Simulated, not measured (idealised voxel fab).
process module | voxel self aligned vias
cross-section cut | 280 nm wide | cells 5 nm
A cross-section is a grid of square cells, given in bands from the top down. A band is one or more rows of cells.
Each band's line starts with the height of the band's top and of its bottom, in nm. Then come its materials from left to right, each with its width in nm. One material with "throughout" fills the band from edge to edge. "air" is empty space.
Height 0 is the level under which the wafer as received is all one material. The lowest band goes on downwards, as in "0 down".
A width such as "30 to 40" changes by the same amount from each row of cells to the next, from the band's top row to its bottom row.
"no change" after a step means that no cell of the cross-section changed.
closed voids: empty space of 8 cells or more with no open way to the top, each as width x height at its distance from the left edge, in nm
after a step's settings: what the simulator itself notes on the step
overlay nm, on a step with a mask: how far to the right of its planned place the mask lay; to the left if negative
plan
1 op RECEIVE | material Si
2 op CONFORMAL_DEP | material SiO2 | thk nm 10
3 op CONFORMAL_DEP | material SiCN | thk nm 5
4 op DIRECTIONAL_DEP | material lowk | thk nm 25
5 op MASKED_ETCH | tone open | mask id LINES | width nm 20 | pitch nm 45 | etch materials lowk | depth nm 25 | overlay nm 0
6 op CONFORMAL_DEP | material TiN | thk nm 5
7 op FILL_DEP | material W | thk nm 10
8 op CMP | height nm 40
9 op SELECTIVE_ETCH | etch materials W Ru TiN | depth nm 5
10 op FILL_DEP | material SiN | thk nm 5
11 op CMP | height nm 40
12 op DIRECTIONAL_DEP | material lowk | thk nm 15
13 op PATTERN | tone open | mask id VIAS | material resist | width nm 30 | thk nm 20 | overlay nm 0
14 op DIRECTIONAL_ETCH | etch materials lowk | depth nm 15
15 op DIRECTIONAL_ETCH | etch materials SiN | depth nm 5
16 op STRIP | etch materials resist
17 op CONFORMAL_DEP | material TiN | thk nm 5
18 op FILL_DEP | material Ru | thk nm 10
19 op CMP | height nm 55
20 op CONFORMAL_DEP | material SiCN | thk nm 5
first wafer, as planned
as received, after step 1
  0 down: Si throughout
  closed voids: none
after step 2
  10 to 0: SiO2 throughout
  below 0: unchanged
after step 3
  15 to 10: SiCN throughout
  below 10: unchanged
after step 4
  40 to 15: lowk throughout
  below 15: unchanged
after step 5
  40 to 15: lowk 105 | air 20 | lowk 25 | air 20 | lowk 110
  below 15: unchanged
after step 6
  45 to 40: TiN 110 | air 10 | TiN 35 | air 10 | TiN 115
  40 to 20: lowk 105 | TiN 5 | air 10 | TiN 5 | lowk 25 | TiN 5 | air 10 | TiN 5 | lowk 110
  20 to 15: lowk 105 | TiN 20 | lowk 25 | TiN 20 | lowk 110
  below 15: unchanged
after step 7
  55 to 45: W throughout
  45 to 40: TiN 110 | W 10 | TiN 35 | W 10 | TiN 115
  40 to 20: lowk 105 | TiN 5 | W 10 | TiN 5 | lowk 25 | TiN 5 | W 10 | TiN 5 | lowk 110
  below 20: unchanged
after step 8
  40 to 20: lowk 105 | TiN 5 | W 10 | TiN 5 | lowk 25 | TiN 5 | W 10 | TiN 5 | lowk 110
  below 20: unchanged
after step 9
  40 to 35: lowk 105 | air 20 | lowk 25 | air 20 | lowk 110
  below 35: unchanged
after step 10
  45 to 40: SiN throughout
  40 to 35: lowk 105 | SiN 20 | lowk 25 | SiN 20 | lowk 110
  below 35: unchanged
after step 11
  40 to 35: lowk 105 | SiN 20 | lowk 25 | SiN 20 | lowk 110
  below 35: unchanged
after step 12
  55 to 40: lowk throughout
  below 40: unchanged
after step 13
  75 to 55: resist 100 | air 30 | resist 150
  below 55: unchanged
after step 14
  75 to 55: resist 100 | air 30 | resist 150
  55 to 40: lowk 100 | air 30 | lowk 150
  below 40: unchanged
after step 15
  75 to 55: resist 100 | air 30 | resist 150
  55 to 40: lowk 100 | air 30 | lowk 150
  40 to 35: lowk 105 | air 20 | lowk 25 | SiN 20 | lowk 110
  below 35: unchanged
after step 16
  55 to 40: lowk 100 | air 30 | lowk 150
  below 40: unchanged
after step 17
  60 to 55: TiN 105 | air 20 | TiN 155
  55 to 45: lowk 100 | TiN 5 | air 20 | TiN 5 | lowk 150
  45 to 40: lowk 100 | TiN 10 | air 10 | TiN 10 | lowk 150
  40 to 35: lowk 105 | TiN 20 | lowk 25 | SiN 20 | lowk 110
  below 35: unchanged
after step 18
  70 to 60: Ru throughout
  60 to 55: TiN 105 | Ru 20 | TiN 155
  55 to 45: lowk 100 | TiN 5 | Ru 20 | TiN 5 | lowk 150
  45 to 40: lowk 100 | TiN 10 | Ru 10 | TiN 10 | lowk 150
  below 40: unchanged
after step 19
  55 to 45: lowk 100 | TiN 5 | Ru 20 | TiN 5 | lowk 150
  below 45: unchanged
after step 20
  60 to 55: SiCN throughout
  below 55: unchanged
second wafer: like start, like plan, one mistake. Through step 4 it matches the first wafer
when step 5 should have ended
  40 to 15: lowk 105 | air 25 | lowk 20 | air 25 | lowk 105
  below 15: unchanged
when step 6 should have ended
  45 to 40: TiN 110 | air 15 | TiN 30 | air 15 | TiN 110
  40 to 20: lowk 105 | TiN 5 | air 15 | TiN 5 | lowk 20 | TiN 5 | air 15 | TiN 5 | lowk 105
  20 to 15: lowk 105 | TiN 25 | lowk 20 | TiN 25 | lowk 105
  below 15: unchanged
when step 7 should have ended
  55 to 45: W throughout
  45 to 40: TiN 110 | W 15 | TiN 30 | W 15 | TiN 110
  40 to 20: lowk 105 | TiN 5 | W 15 | TiN 5 | lowk 20 | TiN 5 | W 15 | TiN 5 | lowk 105
  below 20: unchanged
when step 8 should have ended
  40 to 20: lowk 105 | TiN 5 | W 15 | TiN 5 | lowk 20 | TiN 5 | W 15 | TiN 5 | lowk 105
  below 20: unchanged
when step 9 should have ended
  40 to 35: lowk 105 | air 25 | lowk 20 | air 25 | lowk 105
  below 35: unchanged
when step 10 should have ended
  45 to 40: SiN throughout
  40 to 35: lowk 105 | SiN 25 | lowk 20 | SiN 25 | lowk 105
  below 35: unchanged
when step 11 should have ended
  40 to 35: lowk 105 | SiN 25 | lowk 20 | SiN 25 | lowk 105
  below 35: unchanged
when step 12 should have ended
  55 to 40: lowk throughout
  below 40: unchanged
when step 13 should have ended
  75 to 55: resist 100 | air 30 | resist 150
  below 55: unchanged
when step 14 should have ended
  75 to 55: resist 100 | air 30 | resist 150
  55 to 40: lowk 100 | air 30 | lowk 150
  below 40: unchanged
when step 15 should have ended
  75 to 55: resist 100 | air 30 | resist 150
  55 to 40: lowk 100 | air 30 | lowk 150
  40 to 35: lowk 105 | air 25 | lowk 20 | SiN 25 | lowk 105
  below 35: unchanged
when step 16 should have ended
  55 to 40: lowk 100 | air 30 | lowk 150
  below 40: unchanged
when step 17 should have ended
  60 to 55: TiN 105 | air 20 | TiN 155
  55 to 45: lowk 100 | TiN 5 | air 20 | TiN 5 | lowk 150
  45 to 40: lowk 100 | TiN 10 | air 15 | TiN 5 | lowk 150
  40 to 35: lowk 105 | TiN 25 | lowk 20 | SiN 25 | lowk 105
  below 35: unchanged
when step 18 should have ended
  70 to 60: Ru throughout
  60 to 55: TiN 105 | Ru 20 | TiN 155
  55 to 45: lowk 100 | TiN 5 | Ru 20 | TiN 5 | lowk 150
  45 to 40: lowk 100 | TiN 10 | Ru 15 | TiN 5 | lowk 150
  below 40: unchanged
when step 19 should have ended
  55 to 45: lowk 100 | TiN 5 | Ru 20 | TiN 5 | lowk 150
  below 45: unchanged
when step 20 should have ended
  60 to 55: SiCN throughout
  below 55: unchanged
what went wrong: step 5 ran as: op MASKED_ETCH | tone open | mask id LINES | width nm 25 | pitch nm 45 | etch materials lowk | depth nm 25 | overlay nm 0
at the end the second wafer has, in cells: 1 more of Ru | 1 more of SiN | 2 more of TiN | 6 more of W | 10 fewer of lowk
